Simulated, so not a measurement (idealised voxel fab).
The following process module bears the name voxel local oxidation.
Square cell edge 5 nm, section width 295 nm, ID cut.
Notation: cross-section as square-cell grid; stated in bands, top first, going down; one or more cell rows per band.
For a band, the entry starts with two heights in nm, that of the top and then that of the bottom, and carries on with the band's materials in order from left to right, each alongside its width in nm; the word "edge to edge" beside a single material means it fills the band edge to edge, and "blank" means empty space.
Heights from 0 (as-received wafer is one material below). Bottom band endless downward, as "z 0 and below".
With a width like "30->40", each row of cells in the band differs from the next by the same amount, the top row carrying the first number and the bottom row the second.
The cross-section has no changed cell in any step marked "same as before".
Voids not open to the top, 8 cells minimum: see "Sealed void inventory". Written width x height at distance; distance is from the left edge; nm.
Anything after a step's settings on that line? It's the simulator's own note about the step.
The setting "overlay nm" may be written on the line of a step. When the step uses a mask, the value reports how far to the right of the planned place the mask lay, and a negative value reports that it lay to the left.

Process steps foreseen in the plan
step 1: RECEIVE [material Si]
step 2: CONFORMAL_DEP [material SiO2] [thk nm 5]
step 3: CONFORMAL_DEP [material SiN] [thk nm 10]
step 4: DIRECTIONAL_DEP [material aC] [thk nm 10]
step 5: PATTERN [tone cover] [mask id ACTIVE] [material resist] [width nm 95] [pitch nm 135] [thk nm 30] [overlay nm 0]
step 6: DIRECTIONAL_ETCH [etch materials aC] [depth nm 10]
step 7: STRIP [etch materials resist]
step 8: DIRECTIONAL_ETCH [etch materials SiN] [depth nm 10]
step 9: STRIP [etch materials aC]
step 10: SELECTIVE_ETCH [etch materials SiO2] [depth nm 5]
step 11: OXIDIZE [depth nm 15]
step 12: STRIP [etch materials SiN]

First wafer out of two, processed as planned

Wafer cross-section on receipt, i.e. after step 1
z 0 and below: Si edge to edge
Sealed void inventory: none

Upon completion of step 2, the wafer appears in cross-section as shown
z 5 to 0: SiO2 edge to edge
For the remainder of the cross-section, below 0, there is no change.

Upon completion of step 3, the wafer appears in cross-section as shown
z 15 to 5: SiN edge to edge
For the remainder of the cross-section, below 5, there is no change.

Upon completion of step 4, the wafer appears in cross-section as shown
z 25 to 15: aC edge to edge
For the remainder of the cross-section, below 15, there is no change.

Upon completion of step 5, the wafer appears in cross-section as shown
z 55 to 25: blank=30; resist=95; blank=40; resist=95; blank=35
For the remainder of the cross-section, below 25, there is no change.

Upon completion of step 6, the wafer appears in cross-section as shown
z 45 to 25: blank=30; resist=95; blank=40; resist=95; blank=35
z 25 to 15: blank=30; aC=95; blank=40; aC=95; blank=35
For the remainder of the cross-section, below 15, there is no change.

Upon completion of step 7, the wafer appears in cross-section as shown
z 25 to 15: blank=30; aC=95; blank=40; aC=95; blank=35
For the remainder of the cross-section, below 15, there is no change.

Upon completion of step 8, the wafer appears in cross-section as shown
z 25 to 15: blank=30; aC=95; blank=40; aC=95; blank=35
z 15 to 5: blank=30; SiN=95; blank=40; SiN=95; blank=35
For the remainder of the cross-section, below 5, there is no change.

Upon completion of step 9, the wafer appears in cross-section as shown
z 15 to 5: blank=30; SiN=95; blank=40; SiN=95; blank=35
For the remainder of the cross-section, below 5, there is no change.

Upon completion of step 10, the wafer appears in cross-section as shown
z 15 to 5: blank=30; SiN=95; blank=40; SiN=95; blank=35
z 5 to 0: blank=35; SiO2=85; blank=50; SiO2=85; blank=40
For the remainder of the cross-section, below 0, there is no change.

Upon completion of step 11, the wafer appears in cross-section as shown
z 15 to 5: blank=30; SiN=95; blank=40; SiN=95; blank=35
z 5 to 0: blank=35; SiO2=85; blank=50; SiO2=85; blank=40
z 0 to -15: SiO2=50; Si=55; SiO2=80; Si=55; SiO2=55
For the remainder of the cross-section, below -15, there is no change.

Upon completion of step 12, the wafer appears in cross-section as shown
z 5 to 0: blank=35; SiO2=85; blank=50; SiO2=85; blank=40
For the remainder of the cross-section, below 0, there is no change.

Second of two: same start, same plan, one run error; steps up to and including 10 match the first

Cross-section of the second wafer when, according to plan, step 11 should have finished
z 15 to 5: blank=30; SiN=95; blank=40; SiN=95; blank=35
z 5 to 0: blank=35; SiO2=85; blank=50; SiO2=85; blank=40
z 0 to -25: SiO2=60; Si=35; SiO2=100; Si=35; SiO2=65
For the remainder of the cross-section, below -25, there is no change.

Cross-section of the second wafer when, according to plan, step 12 should have finished
z 5 to 0: blank=35; SiO2=85; blank=50; SiO2=85; blank=40
For the remainder of the cross-section, below 0, there is no change.
Here's what went sideways: step 11 ran as: OXIDIZE [depth nm 25]
at the end the second wafer has, in cells: -114 Si, +114 SiO2
